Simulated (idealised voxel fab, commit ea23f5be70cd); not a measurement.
The process module that follows is named voxel capacitor over wiring.
Each square cell in cross-section cut measures 5 nm, and the section as a whole is 285 nm wide.
Cross-sections here: square-cell grids, written as top-down lists of bands, a band being one or more rows of cells. Heads up on the band format: heights come first, top then bottom, in nm. After that it's the materials left to right, each with its width in nm. A single material flagged "all across" fills the whole band edge to edge, and "empty" means there's empty space there. Below 0: as-received wafer, all one material; heights counted from there. Lowest band: no bottom, goes on down, written "z 0 and below". The expression "30->40" gives the width at the extremes of the band, the first number at its top row of cells and the second at its bottom row, with the width changing by equal amounts from each row to the next in between. Key: "no alterations made" - step with no changed cell in the cross-section. "Unvented internal voids": empty spaces of 8 cells or more with no open way to the top, each given as width x height at distance, distance from the left edge, all in nm. It should be noted that, on the line of a given step, the content following the step's settings is a remark produced by the simulator itself with respect to that step. overlay nm: where the mask lay relative to plan, measured to the right, on steps with a mask; negatives go left.

## Steps planned for the process
1: RECEIVE with material Si
2: CONFORMAL_DEP with material SiO2, thk nm 10
3: DIRECTIONAL_DEP with material TiN, thk nm 5
4: DIRECTIONAL_DEP with material Ru, thk nm 15
5: PATTERN with tone cover, mask id METAL_1, material resist, width nm 30, pitch nm 80, thk nm 20, overlay nm 0
6: DIRECTIONAL_ETCH with etch materials Ru, depth nm 15
7: DIRECTIONAL_ETCH with etch materials TiN, depth nm 5
8: STRIP with etch materials resist
9: CONFORMAL_DEP with material SiN, thk nm 5
10: FILL_DEP with material lowk, thk nm 5
11: CMP with height nm 30
12: CONFORMAL_DEP with material SiCN, thk nm 5
13: DIRECTIONAL_DEP with material SiO2, thk nm 10
14: MASKED_ETCH with tone open, mask id PLUG_1, width nm 15, etch materials SiO2, depth nm 10, overlay nm 0
15: MASKED_ETCH with tone open, mask id PLUG_1, width nm 15, etch materials SiCN, depth nm 5, overlay nm 0
16: EPI with material Ru, thk nm 10
17: EPI with material Ru, thk nm 5
18: DIRECTIONAL_DEP with material TiN, thk nm 10
19: DIRECTIONAL_DEP with material Al2O3, thk nm 5
20: DIRECTIONAL_DEP with material TiN, thk nm 10
21: PATTERN with tone cover, mask id UPPER_PLATE, material resist, width nm 55, thk nm 20, overlay nm 0
22: DIRECTIONAL_ETCH with etch materials TiN, depth nm 10
23: DIRECTIONAL_ETCH with etch materials Al2O3, depth nm 5
24: STRIP with etch materials resist
25: MASKED_ETCH with tone cover, mask id LOWER_PLATE, width nm 65, etch materials TiN, depth nm 10, overlay nm 0
26: FILL_DEP with material SiO2, thk nm 15
27: CMP with height nm 80
28: DIRECTIONAL_DEP with material aC, thk nm 10
29: PATTERN with tone open, mask id PLUG_2, material resist, width nm 15, thk nm 30, overlay nm 0
30: DIRECTIONAL_ETCH with etch materials aC, depth nm 10
31: STRIP with etch materials resist
32: DIRECTIONAL_ETCH with etch materials SiO2, depth nm 10
33: STRIP with etch materials aC
34: CONFORMAL_DEP with material TiN, thk nm 5
35: FILL_DEP with material Ru, thk nm 5
36: CMP with height nm 80
37: CONFORMAL_DEP with material SiCN, thk nm 5

## Step 1 complete: cross-section of the wafer as received
	z 0 and below: Si all across
	Unvented internal voids: none

## Module complete, cross-section. Starting point and plan per above. One mistake made in running the module
	z 85 to 80: SiCN all across
	z 80 to 75: 110 SiO2, then 5 TiN, then 5 Ru, then 5 TiN, then 160 SiO2
	z 75 to 70: 110 SiO2, then 15 TiN, then 160 SiO2
	z 70 to 60: 100 SiO2, then 15 TiN, then 170 SiO2
	z 60 to 55: 100 SiO2, then 15 Al2O3, then 40 TiN, then 130 SiO2
	z 55 to 50: 100 SiO2, then 55 TiN, then 130 SiO2
	z 50 to 45: 100 SiO2, then 15 TiN, then 40 Al2O3, then 130 SiO2
	z 45 to 35: 95 SiO2, then 5 TiN, then 15 SiO2, then 45 TiN, then 125 SiO2
	z 35 to 30: SiCN all across
	z 30 to 15: 80 lowk, then 5 SiN, then 30 Ru, then 5 SiN, then 40 lowk, then 5 SiN, then 30 Ru, then 5 SiN, then 85 lowk
	z 15 to 10: 85 SiN, then 30 TiN, then 50 SiN, then 30 TiN, then 90 SiN
	z 10 to 0: SiO2 all across
	z 0 and below: Si all across
	Unvented internal voids: none
The mistake made against the process plan was this: note that step 14 departed from the planned setting and was carried out as MASKED_ETCH with tone cover, mask id PLUG_1, width nm 15, etch materials SiO2, depth nm 10, overlay nm 0
